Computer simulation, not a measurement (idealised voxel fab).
Process module heading - voxel wiring stack
cross-section cut | 220 nm wide | cells 5 nm
Notation: cross-section as square-cell grid; stated in bands, top first, going down; one or more cell rows per band.
Top, bottom (nm), then materials left to right with widths (nm); lone material tagged "edge to edge" fills the whole band edge to edge; "air" = empty space.
Height datum 0, below which the as-received substrate wafer is one material. Lowest band open at the bottom, running downward: "0 nm and below".
Read "30->40" as a graded width: first number on top, second number at the bottom, same change between each pair of neighbouring rows.
When a step is marked "stayed the same", none of the cells in the cross-section changed during that step.
Reported under the label "Enclosed void catalog" are the empty spaces having no open way to the top and comprising 8 cells or more; the notation for each is width x height at distance, in which the distance is measured from the left edge and all three values are in nm.
Heads up: the bit after the settings on a step's line is the simulator's remark on that step.
overlay nm: mask offset rightward from planned place, masked step; negative means leftward offset.
[Steps planned for the process]
1,RECEIVE with material Si
2,CONFORMAL_DEP with material SiO2, thk nm 15
3,CONFORMAL_DEP with material SiN, thk nm 5
4,DIRECTIONAL_DEP with material SiO2, thk nm 25
5,MASKED_ETCH with tone open, mask id METAL_1, width nm 25, pitch nm 45, etch materials SiO2, depth nm 25, overlay nm 0
6,MASKED_ETCH with tone open, mask id METAL_1, width nm 25, pitch nm 45, etch materials SiN, depth nm 5, overlay nm 0
7,CONFORMAL_DEP with material TiN, thk nm 5
8,FILL_DEP with material Cu, thk nm 10
9,CMP with height nm 45
10,CONFORMAL_DEP with material SiCN, thk nm 5
11,DIRECTIONAL_DEP with material SiO2, thk nm 15
12,MASKED_ETCH with tone open, mask id PLUG_1, width nm 15, pitch nm 45, etch materials SiO2, depth nm 15, overlay nm 0
13,MASKED_ETCH with tone open, mask id PLUG_1, width nm 15, pitch nm 45, etch materials SiCN, depth nm 5, overlay nm 0
14,EPI with material Ru, thk nm 10
15,EPI with material Ru, thk nm 10
16,CONFORMAL_DEP with material SiN, thk nm 5
17,DIRECTIONAL_DEP with material lowk, thk nm 20
18,PATTERN with tone open, mask id METAL_2, material resist, width nm 25, pitch nm 45, thk nm 20, overlay nm 0
19,DIRECTIONAL_ETCH with etch materials lowk, depth nm 20
20,DIRECTIONAL_ETCH with etch materials SiN, depth nm 5
21,STRIP with etch materials resist
22,CONFORMAL_DEP with material TiN, thk nm 5
23,FILL_DEP with material Cu, thk nm 10
24,CMP with height nm 90
25,CONFORMAL_DEP with material SiCN, thk nm 5
26,DIRECTIONAL_DEP with material SiO2, thk nm 30
27,MASKED_ETCH with tone open, mask id METAL_3_HOLES, width nm 15, pitch nm 45, etch materials SiO2, depth nm 30, overlay nm 0
28,MASKED_ETCH with tone open, mask id METAL_3, width nm 25, pitch nm 45, etch materials SiO2, depth nm 20, overlay nm 0
29,MASKED_ETCH with tone open, mask id METAL_3, width nm 25, pitch nm 45, etch materials SiCN, depth nm 5, overlay nm 0
30,CONFORMAL_DEP with material TiN, thk nm 5
31,FILL_DEP with material Cu, thk nm 10
32,CMP with height nm 125
33,CONFORMAL_DEP with material SiCN, thk nm 5
34,DIRECTIONAL_DEP with material lowk, thk nm 25
35,MASKED_ETCH with tone open, mask id METAL_4_HOLES, width nm 15, pitch nm 90, etch materials lowk, depth nm 25, overlay nm 0
36,PATTERN with tone open, mask id METAL_4, material resist, width nm 25, pitch nm 45, thk nm 20, overlay nm 0
37,DIRECTIONAL_ETCH with etch materials lowk, depth nm 15
38,DIRECTIONAL_ETCH with etch materials SiCN, depth nm 5
39,STRIP with etch materials resist
40,CONFORMAL_DEP with material TiN, thk nm 5
41,FILL_DEP with material Cu, thk nm 10
42,CMP with height nm 155
43,CONFORMAL_DEP with material SiCN, thk nm 5
[Account of the first of two wafers, which was processed as intended]
[Received-state cross-section, reflecting completion of step 1]
    0 nm and below  Si edge to edge
    Enclosed void catalog: none
[Wafer after step 2 (cross-section)]
    15 nm to 0 nm  SiO2 edge to edge
    Nothing below the height 0 has changed.
[Wafer after step 3 (cross-section)]
    20 nm to 15 nm  SiN edge to edge
    Nothing below the height 15 has changed.
[Wafer after step 4 (cross-section)]
    45 nm to 20 nm  SiO2 edge to edge
    Nothing below the height 20 has changed.
[Wafer after step 5 (cross-section)]
    45 nm to 20 nm  SiO2=50, then air=25, then SiO2=20, then air=25, then SiO2=20, then air=25, then SiO2=55
    Nothing below the height 20 has changed.
[Wafer after step 6 (cross-section)]
    45 nm to 20 nm  SiO2=50, then air=25, then SiO2=20, then air=25, then SiO2=20, then air=25, then SiO2=55
    20 nm to 15 nm  SiN=50, then air=25, then SiN=20, then air=25, then SiN=20, then air=25, then SiN=55
    Nothing below the height 15 has changed.
[Wafer after step 7 (cross-section)]
    50 nm to 45 nm  TiN=55, then air=15, then TiN=30, then air=15, then TiN=30, then air=15, then TiN=60
    45 nm to 20 nm  SiO2=50, then TiN=5, then air=15, then TiN=5, then SiO2=20, then TiN=5, then air=15, then TiN=5, then SiO2=20, then TiN=5, then air=15, then TiN=5, then SiO2=55
    20 nm to 15 nm  SiN=50, then TiN=25, then SiN=20, then TiN=25, then SiN=20, then TiN=25, then SiN=55
    Nothing below the height 15 has changed.
[Wafer after step 8 (cross-section)]
    60 nm to 50 nm  Cu edge to edge
    50 nm to 45 nm  TiN=55, then Cu=15, then TiN=30, then Cu=15, then TiN=30, then Cu=15, then TiN=60
    45 nm to 20 nm  SiO2=50, then TiN=5, then Cu=15, then TiN=5, then SiO2=20, then TiN=5, then Cu=15, then TiN=5, then SiO2=20, then TiN=5, then Cu=15, then TiN=5, then SiO2=55
    Nothing below the height 20 has changed.
[Wafer after step 9 (cross-section)]
    45 nm to 20 nm  SiO2=50, then TiN=5, then Cu=15, then TiN=5, then SiO2=20, then TiN=5, then Cu=15, then TiN=5, then SiO2=20, then TiN=5, then Cu=15, then TiN=5, then SiO2=55
    Nothing below the height 20 has changed.
[Wafer after step 10 (cross-section)]
    50 nm to 45 nm  SiCN edge to edge
    Nothing below the height 45 has changed.
[Wafer after step 11 (cross-section)]
    65 nm to 50 nm  SiO2 edge to edge
    Nothing below the height 50 has changed.
[Wafer after step 12 (cross-section)]
    65 nm to 50 nm  SiO2=50, then air=15, then SiO2=30, then air=15, then SiO2=30, then air=15, then SiO2=65
    Nothing below the height 50 has changed.
[Wafer after step 13 (cross-section)]
    65 nm to 50 nm  SiO2=50, then air=15, then SiO2=30, then air=15, then SiO2=30, then air=15, then SiO2=65
    50 nm to 45 nm  SiCN=50, then air=15, then SiCN=30, then air=15, then SiCN=30, then air=15, then SiCN=65
    Nothing below the height 45 has changed.
[Wafer after step 14 (cross-section)]
    65 nm to 55 nm  SiO2=50, then air=15, then SiO2=30, then air=15, then SiO2=30, then air=15, then SiO2=65
    55 nm to 50 nm  SiO2=50, then Ru=15, then SiO2=30, then Ru=15, then SiO2=30, then Ru=15, then SiO2=65
    50 nm to 45 nm  SiCN=50, then Ru=15, then SiCN=30, then Ru=15, then SiCN=30, then Ru=15, then SiCN=65
    Nothing below the height 45 has changed.
[Wafer after step 15 (cross-section)]
    65 nm to 50 nm  SiO2=50, then Ru=15, then SiO2=30, then Ru=15, then SiO2=30, then Ru=15, then SiO2=65
    Nothing below the height 50 has changed.
[Wafer after step 16 (cross-section)]
    70 nm to 65 nm  SiN edge to edge
    Nothing below the height 65 has changed.
[Wafer after step 17 (cross-section)]
    90 nm to 70 nm  lowk edge to edge
    Nothing below the height 70 has changed.
[Wafer after step 18 (cross-section)]
    110 nm to 90 nm  resist=50, then air=25, then resist=20, then air=25, then resist=20, then air=25, then resist=55
    Nothing below the height 90 has changed.
[Wafer after step 19 (cross-section)]
    110 nm to 90 nm  resist=50, then air=25, then resist=20, then air=25, then resist=20, then air=25, then resist=55
    90 nm to 70 nm  lowk=50, then air=25, then lowk=20, then air=25, then lowk=20, then air=25, then lowk=55
    Nothing below the height 70 has changed.
[Wafer after step 20 (cross-section)]
    110 nm to 90 nm  resist=50, then air=25, then resist=20, then air=25, then resist=20, then air=25, then resist=55
    90 nm to 70 nm  lowk=50, then air=25, then lowk=20, then air=25, then lowk=20, then air=25, then lowk=55
    70 nm to 65 nm  SiN=50, then air=25, then SiN=20, then air=25, then SiN=20, then air=25, then SiN=55
    Nothing below the height 65 has changed.
[Wafer after step 21 (cross-section)]
    90 nm to 70 nm  lowk=50, then air=25, then lowk=20, then air=25, then lowk=20, then air=25, then lowk=55
    Nothing below the height 70 has changed.
[Wafer after step 22 (cross-section)]
    95 nm to 90 nm  TiN=55, then air=15, then TiN=30, then air=15, then TiN=30, then air=15, then TiN=60
    90 nm to 70 nm  lowk=50, then TiN=5, then air=15, then TiN=5, then lowk=20, then TiN=5, then air=15, then TiN=5, then lowk=20, then TiN=5, then air=15, then TiN=5, then lowk=55
    70 nm to 65 nm  SiN=50, then TiN=25, then SiN=20, then TiN=25, then SiN=20, then TiN=25, then SiN=55
    Nothing below the height 65 has changed.
[Wafer after step 23 (cross-section)]
    105 nm to 95 nm  Cu edge to edge
    95 nm to 90 nm  TiN=55, then Cu=15, then TiN=30, then Cu=15, then TiN=30, then Cu=15, then TiN=60
    90 nm to 70 nm  lowk=50, then TiN=5, then Cu=15, then TiN=5, then lowk=20, then TiN=5, then Cu=15, then TiN=5, then lowk=20, then TiN=5, then Cu=15, then TiN=5, then lowk=55
    Nothing below the height 70 has changed.
[Wafer after step 24 (cross-section)]
    90 nm to 70 nm  lowk=50, then TiN=5, then Cu=15, then TiN=5, then lowk=20, then TiN=5, then Cu=15, then TiN=5, then lowk=20, then TiN=5, then Cu=15, then TiN=5, then lowk=55
    Nothing below the height 70 has changed.
[Wafer after step 25 (cross-section)]
    95 nm to 90 nm  SiCN edge to edge
    Nothing below the height 90 has changed.
[Wafer after step 26 (cross-section)]
    125 nm to 95 nm  SiO2 edge to edge
    Nothing below the height 95 has changed.
[Wafer after step 27 (cross-section)]
    125 nm to 95 nm  SiO2=50, then air=15, then SiO2=30, then air=15, then SiO2=30, then air=15, then SiO2=65
    Nothing below the height 95 has changed.
[Wafer after step 28 (cross-section)]
    125 nm to 105 nm  SiO2=50, then air=25, then SiO2=20, then air=25, then SiO2=20, then air=25, then SiO2=55
    Nothing below the height 105 has changed.
[Wafer after step 29 (cross-section)]
    125 nm to 105 nm  SiO2=50, then air=25, then SiO2=20, then air=25, then SiO2=20, then air=25, then SiO2=55
    105 nm to 95 nm  SiO2=50, then air=15, then SiO2=30, then air=15, then SiO2=30, then air=15, then SiO2=65
    95 nm to 90 nm  SiCN=50, then air=15, then SiCN=30, then air=15, then SiCN=30, then air=15, then SiCN=65
    Nothing below the height 90 has changed.
[Wafer after step 30 (cross-section)]
    130 nm to 125 nm  TiN=55, then air=15, then TiN=30, then air=15, then TiN=30, then air=15, then TiN=60
    125 nm to 110 nm  SiO2=50, then TiN=5, then air=15, then TiN=5, then SiO2=20, then TiN=5, then air=15, then TiN=5, then SiO2=20, then TiN=5, then air=15, then TiN=5, then SiO2=55
    110 nm to 105 nm  SiO2=50, then TiN=5, then air=5, then TiN=15, then SiO2=20, then TiN=5, then air=5, then TiN=15, then SiO2=20, then TiN=5, then air=5, then TiN=15, then SiO2=55
    105 nm to 95 nm  SiO2=50, then TiN=5, then air=5, then TiN=5, then SiO2=30, then TiN=5, then air=5, then TiN=5, then SiO2=30, then TiN=5, then air=5, then TiN=5, then SiO2=65
    95 nm to 90 nm  SiCN=50, then TiN=15, then SiCN=30, then TiN=15, then SiCN=30, then TiN=15, then SiCN=65
    Nothing below the height 90 has changed.
[Wafer after step 31 (cross-section)]
    140 nm to 130 nm  Cu edge to edge
    130 nm to 125 nm  TiN=55, then Cu=15, then TiN=30, then Cu=15, then TiN=30, then Cu=15, then TiN=60
    125 nm to 110 nm  SiO2=50, then TiN=5, then Cu=15, then TiN=5, then SiO2=20, then TiN=5, then Cu=15, then TiN=5, then SiO2=20, then TiN=5, then Cu=15, then TiN=5, then SiO2=55
    110 nm to 105 nm  SiO2=50, then TiN=5, then Cu=5, then TiN=15, then SiO2=20, then TiN=5, then Cu=5, then TiN=15, then SiO2=20, then TiN=5, then Cu=5, then TiN=15, then SiO2=55
    105 nm to 95 nm  SiO2=50, then TiN=5, then Cu=5, then TiN=5, then SiO2=30, then TiN=5, then Cu=5, then TiN=5, then SiO2=30, then TiN=5, then Cu=5, then TiN=5, then SiO2=65
    Nothing below the height 95 has changed.
[Wafer after step 32 (cross-section)]
    125 nm to 110 nm  SiO2=50, then TiN=5, then Cu=15, then TiN=5, then SiO2=20, then TiN=5, then Cu=15, then TiN=5, then SiO2=20, then TiN=5, then Cu=15, then TiN=5, then SiO2=55
    Nothing below the height 110 has changed.
[Wafer after step 33 (cross-section)]
    130 nm to 125 nm  SiCN edge to edge
    Nothing below the height 125 has changed.
[Wafer after step 34 (cross-section)]
    155 nm to 130 nm  lowk edge to edge
    Nothing below the height 130 has changed.
[Wafer after step 35 (cross-section)]
    155 nm to 130 nm  lowk=50, then air=15, then lowk=75, then air=15, then lowk=65
    Nothing below the height 130 has changed.
[Wafer after step 36 (cross-section)]
    175 nm to 155 nm  resist=50, then air=25, then resist=20, then air=25, then resist=20, then air=25, then resist=55
    Nothing below the height 155 has changed.
[Wafer after step 37 (cross-section)]
    175 nm to 155 nm  resist=50, then air=25, then resist=20, then air=25, then resist=20, then air=25, then resist=55
    155 nm to 140 nm  lowk=50, then air=25, then lowk=20, then air=25, then lowk=20, then air=25, then lowk=55
    Nothing below the height 140 has changed.
[Wafer after step 38 (cross-section)]
    175 nm to 155 nm  resist=50, then air=25, then resist=20, then air=25, then resist=20, then air=25, then resist=55
    155 nm to 140 nm  lowk=50, then air=25, then lowk=20, then air=25, then lowk=20, then air=25, then lowk=55
    140 nm to 130 nm  lowk=50, then air=15, then lowk=75, then air=15, then lowk=65
    130 nm to 125 nm  SiCN=50, then air=15, then SiCN=75, then air=15, then SiCN=65
    Nothing below the height 125 has changed.
[Wafer after step 39 (cross-section)]
    155 nm to 140 nm  lowk=50, then air=25, then lowk=20, then air=25, then lowk=20, then air=25, then lowk=55
    Nothing below the height 140 has changed.
[Wafer after step 40 (cross-section)]
    160 nm to 155 nm  TiN=55, then air=15, then TiN=30, then air=15, then TiN=30, then air=15, then TiN=60
    155 nm to 145 nm  lowk=50, then TiN=5, then air=15, then TiN=5, then lowk=20, then TiN=5, then air=15, then TiN=5, then lowk=20, then TiN=5, then air=15, then TiN=5, then lowk=55
    145 nm to 140 nm  lowk=50, then TiN=5, then air=5, then TiN=15, then lowk=20, then TiN=25, then lowk=20, then TiN=5, then air=5, then TiN=15, then lowk=55
    140 nm to 130 nm  lowk=50, then TiN=5, then air=5, then TiN=5, then lowk=75, then TiN=5, then air=5, then TiN=5, then lowk=65
    130 nm to 125 nm  SiCN=50, then TiN=15, then SiCN=75, then TiN=15, then SiCN=65
    Nothing below the height 125 has changed.
[Wafer after step 41 (cross-section)]
    170 nm to 160 nm  Cu edge to edge
    160 nm to 155 nm  TiN=55, then Cu=15, then TiN=30, then Cu=15, then TiN=30, then Cu=15, then TiN=60
    155 nm to 145 nm  lowk=50, then TiN=5, then Cu=15, then TiN=5, then lowk=20, then TiN=5, then Cu=15, then TiN=5, then lowk=20, then TiN=5, then Cu=15, then TiN=5, then lowk=55
    145 nm to 140 nm  lowk=50, then TiN=5, then Cu=5, then TiN=15, then lowk=20, then TiN=25, then lowk=20, then TiN=5, then Cu=5, then TiN=15, then lowk=55
    140 nm to 130 nm  lowk=50, then TiN=5, then Cu=5, then TiN=5, then lowk=75, then TiN=5, then Cu=5, then TiN=5, then lowk=65
    Nothing below the height 130 has changed.
[Wafer after step 42 (cross-section)]
    155 nm to 145 nm  lowk=50, then TiN=5, then Cu=15, then TiN=5, then lowk=20, then TiN=5, then Cu=15, then TiN=5, then lowk=20, then TiN=5, then Cu=15, then TiN=5, then lowk=55
    Nothing below the height 145 has changed.
[Wafer after step 43 (cross-section)]
    160 nm to 155 nm  SiCN edge to edge
    Nothing below the height 155 has changed.
[It is to be noted that the second wafer proceeded from the same initial state and according to the same plan as the first, although one mistake was committed in its execution; through step 5, inclusive, the two wafers share an identical history]
[Second wafer shown in cross-section at the time step 6 was slated to end]
    45 nm to 20 nm  SiO2=50, then air=25, then SiO2=20, then air=25, then SiO2=20, then air=25, then SiO2=55
    20 nm to 15 nm  SiN=55, then air=15, then SiN=30, then air=15, then SiN=30, then air=15, then SiN=60
    Nothing below the height 15 has changed.
[Second wafer shown in cross-section at the time step 7 was slated to end]
    50 nm to 45 nm  TiN=55, then air=15, then TiN=30, then air=15, then TiN=30, then air=15, then TiN=60
    45 nm to 25 nm  SiO2=50, then TiN=5, then air=15, then TiN=5, then SiO2=20, then TiN=5, then air=15, then TiN=5, then SiO2=20, then TiN=5, then air=15, then TiN=5, then SiO2=55
    25 nm to 20 nm  SiO2=50, then TiN=10, then air=5, then TiN=10, then SiO2=20, then TiN=10, then air=5, then TiN=10, then SiO2=20, then TiN=10, then air=5, then TiN=10, then SiO2=55
    20 nm to 15 nm  SiN=55, then TiN=15, then SiN=30, then TiN=15, then SiN=30, then TiN=15, then SiN=60
    Nothing below the height 15 has changed.
[Second wafer shown in cross-section at the time step 8 was slated to end]
    60 nm to 50 nm  Cu edge to edge
    50 nm to 45 nm  TiN=55, then Cu=15, then TiN=30, then Cu=15, then TiN=30, then Cu=15, then TiN=60
    45 nm to 25 nm  SiO2=50, then TiN=5, then Cu=15, then TiN=5, then SiO2=20, then TiN=5, then Cu=15, then TiN=5, then SiO2=20, then TiN=5, then Cu=15, then TiN=5, then SiO2=55
    25 nm to 20 nm  SiO2=50, then TiN=10, then Cu=5, then TiN=10, then SiO2=20, then TiN=10, then Cu=5, then TiN=10, then SiO2=20, then TiN=10, then Cu=5, then TiN=10, then SiO2=55
    Nothing below the height 20 has changed.
[Second wafer shown in cross-section at the time step 9 was slated to end]
    45 nm to 25 nm  SiO2=50, then TiN=5, then Cu=15, then TiN=5, then SiO2=20, then TiN=5, then Cu=15, then TiN=5, then SiO2=20, then TiN=5, then Cu=15, then TiN=5, then SiO2=55
    Nothing below the height 25 has changed.
[Second wafer shown in cross-section at the time step 10 was slated to end]
    50 nm to 45 nm  SiCN edge to edge
    Nothing below the height 45 has changed.
[Second wafer shown in cross-section at the time step 11 was slated to end]
    65 nm to 50 nm  SiO2 edge to edge
    Nothing below the height 50 has changed.
[Second wafer shown in cross-section at the time step 12 was slated to end]
    65 nm to 50 nm  SiO2=50, then air=15, then SiO2=30, then air=15, then SiO2=30, then air=15, then SiO2=65
    Nothing below the height 50 has changed.
[Second wafer shown in cross-section at the time step 13 was slated to end]
    65 nm to 50 nm  SiO2=50, then air=15, then SiO2=30, then air=15, then SiO2=30, then air=15, then SiO2=65
    50 nm to 45 nm  SiCN=50, then air=15, then SiCN=30, then air=15, then SiCN=30, then air=15, then SiCN=65
    Nothing below the height 45 has changed.
[Second wafer shown in cross-section at the time step 14 was slated to end]
    65 nm to 55 nm  SiO2=50, then air=15, then SiO2=30, then air=15, then SiO2=30, then air=15, then SiO2=65
    55 nm to 50 nm  SiO2=50, then Ru=15, then SiO2=30, then Ru=15, then SiO2=30, then Ru=15, then SiO2=65
    50 nm to 45 nm  SiCN=50, then Ru=15, then SiCN=30, then Ru=15, then SiCN=30, then Ru=15, then SiCN=65
    Nothing below the height 45 has changed.
[Second wafer shown in cross-section at the time step 15 was slated to end]
    65 nm to 50 nm  SiO2=50, then Ru=15, then SiO2=30, then Ru=15, then SiO2=30, then Ru=15, then SiO2=65
    Nothing below the height 50 has changed.
[Second wafer shown in cross-section at the time step 16 was slated to end]
    70 nm to 65 nm  SiN edge to edge
    Nothing below the height 65 has changed.
[Second wafer shown in cross-section at the time step 17 was slated to end]
    90 nm to 70 nm  lowk edge to edge
    Nothing below the height 70 has changed.
[Second wafer shown in cross-section at the time step 18 was slated to end]
    110 nm to 90 nm  resist=50, then air=25, then resist=20, then air=25, then resist=20, then air=25, then resist=55
    Nothing below the height 90 has changed.
[Second wafer shown in cross-section at the time step 19 was slated to end]
    110 nm to 90 nm  resist=50, then air=25, then resist=20, then air=25, then resist=20, then air=25, then resist=55
    90 nm to 70 nm  lowk=50, then air=25, then lowk=20, then air=25, then lowk=20, then air=25, then lowk=55
    Nothing below the height 70 has changed.
[Second wafer shown in cross-section at the time step 20 was slated to end]
    110 nm to 90 nm  resist=50, then air=25, then resist=20, then air=25, then resist=20, then air=25, then resist=55
    90 nm to 70 nm  lowk=50, then air=25, then lowk=20, then air=25, then lowk=20, then air=25, then lowk=55
    70 nm to 65 nm  SiN=50, then air=25, then SiN=20, then air=25, then SiN=20, then air=25, then SiN=55
    Nothing below the height 65 has changed.
[Second wafer shown in cross-section at the time step 21 was slated to end]
    90 nm to 70 nm  lowk=50, then air=25, then lowk=20, then air=25, then lowk=20, then air=25, then lowk=55
    Nothing below the height 70 has changed.
[Second wafer shown in cross-section at the time step 22 was slated to end]
    95 nm to 90 nm  TiN=55, then air=15, then TiN=30, then air=15, then TiN=30, then air=15, then TiN=60
    90 nm to 70 nm  lowk=50, then TiN=5, then air=15, then TiN=5, then lowk=20, then TiN=5, then air=15, then TiN=5, then lowk=20, then TiN=5, then air=15, then TiN=5, then lowk=55
    70 nm to 65 nm  SiN=50, then TiN=25, then SiN=20, then TiN=25, then SiN=20, then TiN=25, then SiN=55
    Nothing below the height 65 has changed.
[Second wafer shown in cross-section at the time step 23 was slated to end]
    105 nm to 95 nm  Cu edge to edge
    95 nm to 90 nm  TiN=55, then Cu=15, then TiN=30, then Cu=15, then TiN=30, then Cu=15, then TiN=60
    90 nm to 70 nm  lowk=50, then TiN=5, then Cu=15, then TiN=5, then lowk=20, then TiN=5, then Cu=15, then TiN=5, then lowk=20, then TiN=5, then Cu=15, then TiN=5, then lowk=55
    Nothing below the height 70 has changed.
[Second wafer shown in cross-section at the time step 24 was slated to end]
    90 nm to 70 nm  lowk=50, then TiN=5, then Cu=15, then TiN=5, then lowk=20, then TiN=5, then Cu=15, then TiN=5, then lowk=20, then TiN=5, then Cu=15, then TiN=5, then lowk=55
    Nothing below the height 70 has changed.
[Second wafer shown in cross-section at the time step 25 was slated to end]
    95 nm to 90 nm  SiCN edge to edge
    Nothing below the height 90 has changed.
[Second wafer shown in cross-section at the time step 26 was slated to end]
    125 nm to 95 nm  SiO2 edge to edge
    Nothing below the height 95 has changed.
[Second wafer shown in cross-section at the time step 27 was slated to end]
    125 nm to 95 nm  SiO2=50, then air=15, then SiO2=30, then air=15, then SiO2=30, then air=15, then SiO2=65
    Nothing below the height 95 has changed.
[Second wafer shown in cross-section at the time step 28 was slated to end]
    125 nm to 105 nm  SiO2=50, then air=25, then SiO2=20, then air=25, then SiO2=20, then air=25, then SiO2=55
    Nothing below the height 105 has changed.
[Second wafer shown in cross-section at the time step 29 was slated to end]
    125 nm to 105 nm  SiO2=50, then air=25, then SiO2=20, then air=25, then SiO2=20, then air=25, then SiO2=55
    105 nm to 95 nm  SiO2=50, then air=15, then SiO2=30, then air=15, then SiO2=30, then air=15, then SiO2=65
    95 nm to 90 nm  SiCN=50, then air=15, then SiCN=30, then air=15, then SiCN=30, then air=15, then SiCN=65
    Nothing below the height 90 has changed.
[Second wafer shown in cross-section at the time step 30 was slated to end]
    130 nm to 125 nm  TiN=55, then air=15, then TiN=30, then air=15, then TiN=30, then air=15, then TiN=60
    125 nm to 110 nm  SiO2=50, then TiN=5, then air=15, then TiN=5, then SiO2=20, then TiN=5, then air=15, then TiN=5, then SiO2=20, then TiN=5, then air=15, then TiN=5, then SiO2=55
    110 nm to 105 nm  SiO2=50, then TiN=5, then air=5, then TiN=15, then SiO2=20, then TiN=5, then air=5, then TiN=15, then SiO2=20, then TiN=5, then air=5, then TiN=15, then SiO2=55
    105 nm to 95 nm  SiO2=50, then TiN=5, then air=5, then TiN=5, then SiO2=30, then TiN=5, then air=5, then TiN=5, then SiO2=30, then TiN=5, then air=5, then TiN=5, then SiO2=65
    95 nm to 90 nm  SiCN=50, then TiN=15, then SiCN=30, then TiN=15, then SiCN=30, then TiN=15, then SiCN=65
    Nothing below the height 90 has changed.
[Second wafer shown in cross-section at the time step 31 was slated to end]
    140 nm to 130 nm  Cu edge to edge
    130 nm to 125 nm  TiN=55, then Cu=15, then TiN=30, then Cu=15, then TiN=30, then Cu=15, then TiN=60
    125 nm to 110 nm  SiO2=50, then TiN=5, then Cu=15, then TiN=5, then SiO2=20, then TiN=5, then Cu=15, then TiN=5, then SiO2=20, then TiN=5, then Cu=15, then TiN=5, then SiO2=55
    110 nm to 105 nm  SiO2=50, then TiN=5, then Cu=5, then TiN=15, then SiO2=20, then TiN=5, then Cu=5, then TiN=15, then SiO2=20, then TiN=5, then Cu=5, then TiN=15, then SiO2=55
    105 nm to 95 nm  SiO2=50, then TiN=5, then Cu=5, then TiN=5, then SiO2=30, then TiN=5, then Cu=5, then TiN=5, then SiO2=30, then TiN=5, then Cu=5, then TiN=5, then SiO2=65
    Nothing below the height 95 has changed.
[Second wafer shown in cross-section at the time step 32 was slated to end]
    125 nm to 110 nm  SiO2=50, then TiN=5, then Cu=15, then TiN=5, then SiO2=20, then TiN=5, then Cu=15, then TiN=5, then SiO2=20, then TiN=5, then Cu=15, then TiN=5, then SiO2=55
    Nothing below the height 110 has changed.
[Second wafer shown in cross-section at the time step 33 was slated to end]
    130 nm to 125 nm  SiCN edge to edge
    Nothing below the height 125 has changed.
[Second wafer shown in cross-section at the time step 34 was slated to end]
    155 nm to 130 nm  lowk edge to edge
    Nothing below the height 130 has changed.
[Second wafer shown in cross-section at the time step 35 was slated to end]
    155 nm to 130 nm  lowk=50, then air=15, then lowk=75, then air=15, then lowk=65
    Nothing below the height 130 has changed.
[Second wafer shown in cross-section at the time step 36 was slated to end]
    175 nm to 155 nm  resist=50, then air=25, then resist=20, then air=25, then resist=20, then air=25, then resist=55
    Nothing below the height 155 has changed.
[Second wafer shown in cross-section at the time step 37 was slated to end]
    175 nm to 155 nm  resist=50, then air=25, then resist=20, then air=25, then resist=20, then air=25, then resist=55
    155 nm to 140 nm  lowk=50, then air=25, then lowk=20, then air=25, then lowk=20, then air=25, then lowk=55
    Nothing below the height 140 has changed.
[Second wafer shown in cross-section at the time step 38 was slated to end]
    175 nm to 155 nm  resist=50, then air=25, then resist=20, then air=25, then resist=20, then air=25, then resist=55
    155 nm to 140 nm  lowk=50, then air=25, then lowk=20, then air=25, then lowk=20, then air=25, then lowk=55
    140 nm to 130 nm  lowk=50, then air=15, then lowk=75, then air=15, then lowk=65
    130 nm to 125 nm  SiCN=50, then air=15, then SiCN=75, then air=15, then SiCN=65
    Nothing below the height 125 has changed.
[Second wafer shown in cross-section at the time step 39 was slated to end]
    155 nm to 140 nm  lowk=50, then air=25, then lowk=20, then air=25, then lowk=20, then air=25, then lowk=55
    Nothing below the height 140 has changed.
[Second wafer shown in cross-section at the time step 40 was slated to end]
    160 nm to 155 nm  TiN=55, then air=15, then TiN=30, then air=15, then TiN=30, then air=15, then TiN=60
    155 nm to 145 nm  lowk=50, then TiN=5, then air=15, then TiN=5, then lowk=20, then TiN=5, then air=15, then TiN=5, then lowk=20, then TiN=5, then air=15, then TiN=5, then lowk=55
    145 nm to 140 nm  lowk=50, then TiN=5, then air=5, then TiN=15, then lowk=20, then TiN=25, then lowk=20, then TiN=5, then air=5, then TiN=15, then lowk=55
    140 nm to 130 nm  lowk=50, then TiN=5, then air=5, then TiN=5, then lowk=75, then TiN=5, then air=5, then TiN=5, then lowk=65
    130 nm to 125 nm  SiCN=50, then TiN=15, then SiCN=75, then TiN=15, then SiCN=65
    Nothing below the height 125 has changed.
[Second wafer shown in cross-section at the time step 41 was slated to end]
    170 nm to 160 nm  Cu edge to edge
    160 nm to 155 nm  TiN=55, then Cu=15, then TiN=30, then Cu=15, then TiN=30, then Cu=15, then TiN=60
    155 nm to 145 nm  lowk=50, then TiN=5, then Cu=15, then TiN=5, then lowk=20, then TiN=5, then Cu=15, then TiN=5, then lowk=20, then TiN=5, then Cu=15, then TiN=5, then lowk=55
    145 nm to 140 nm  lowk=50, then TiN=5, then Cu=5, then TiN=15, then lowk=20, then TiN=25, then lowk=20, then TiN=5, then Cu=5, then TiN=15, then lowk=55
    140 nm to 130 nm  lowk=50, then TiN=5, then Cu=5, then TiN=5, then lowk=75, then TiN=5, then Cu=5, then TiN=5, then lowk=65
    Nothing below the height 130 has changed.
[Second wafer shown in cross-section at the time step 42 was slated to end]
    155 nm to 145 nm  lowk=50, then TiN=5, then Cu=15, then TiN=5, then lowk=20, then TiN=5, then Cu=15, then TiN=5, then lowk=20, then TiN=5, then Cu=15, then TiN=5, then lowk=55
    Nothing below the height 145 has changed.
[Second wafer shown in cross-section at the time step 43 was slated to end]
    160 nm to 155 nm  SiCN edge to edge
    Nothing below the height 155 has changed.
The plan and the run diverged here: step 6, actual vs plan mismatch, actual run MASKED_ETCH with tone open, mask id METAL_1, width nm 15, pitch nm 45, etch materials SiN, depth nm 5, overlay nm 0
at the end the second wafer has, in cells: -6 Cu, +6 SiN
